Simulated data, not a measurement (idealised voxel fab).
process module | voxel fin reveal
cross-section cut | 235 nm wide | cells 5 nm
A cross-section is a grid of square cells, given in bands from the top down. A band is one or more rows of cells.
Each band's line starts with the height of the band's top and of its bottom, in nm. Then come its materials from left to right, each with its width in nm. One material with "throughout" fills the band from edge to edge. "air" is empty space.
Height 0 is the level under which the wafer as received is all one material. The lowest band goes on downwards, as in "0 down".
A width such as "30 to 40" changes by the same amount from each row of cells to the next, from the band's top row to its bottom row.
"no change" after a step means that no cell of the cross-section changed.
closed voids: empty space of 8 cells or more with no open way to the top, each as width x height at its distance from the left edge, in nm
after a step's settings: what the simulator itself notes on the step
overlay nm, on a step with a mask: how far to the right of its planned place the mask lay; to the left if negative
plan
1 op RECEIVE | material Si
2 op CONFORMAL_DEP | material SiN | thk nm 5
3 op DIRECTIONAL_DEP | material aC | thk nm 15
4 op PATTERN | tone cover | mask id FINS | material resist | width nm 15 | pitch nm 45 | thk nm 30 | overlay nm 0
5 op DIRECTIONAL_ETCH | etch materials aC | depth nm 15
6 op STRIP | etch materials resist
7 op DIRECTIONAL_ETCH | etch materials SiN | depth nm 5
8 op DIRECTIONAL_ETCH | etch materials Si | depth nm 40
9 op STRIP | etch materials aC
10 op FILL_DEP | material SiO2 | thk nm 10
11 op CMP | height nm 5
12 op SELECTIVE_ETCH | etch materials SiO2 | depth nm 35
13 op STRIP | etch materials SiN
as received, after step 1
  0 down: Si throughout
  closed voids: none
first wafer at the end, as planned
  0 to -30: air 40 | Si 15 | air 30 | Si 15 | air 30 | Si 15 | air 30 | Si 15 | air 45
  -30 to -40: SiO2 40 | Si 15 | SiO2 30 | Si 15 | SiO2 30 | Si 15 | SiO2 30 | Si 15 | SiO2 45
  -40 down: Si throughout
  closed voids: none
second wafer at the end: like start, like plan, one mistake
  5 to 0: air 40 | SiN 15 | air 30 | SiN 15 | air 30 | SiN 15 | air 30 | SiN 15 | air 45
  0 to -40: air 40 | Si 15 | air 30 | Si 15 | air 30 | Si 15 | air 30 | Si 15 | air 45
  -40 down: Si throughout
  closed voids: none
what went wrong: step 13 ran as: op STRIP | etch materials SiO2
at the end the second wafer has, in cells: 12 more of SiN | 70 fewer of SiO2
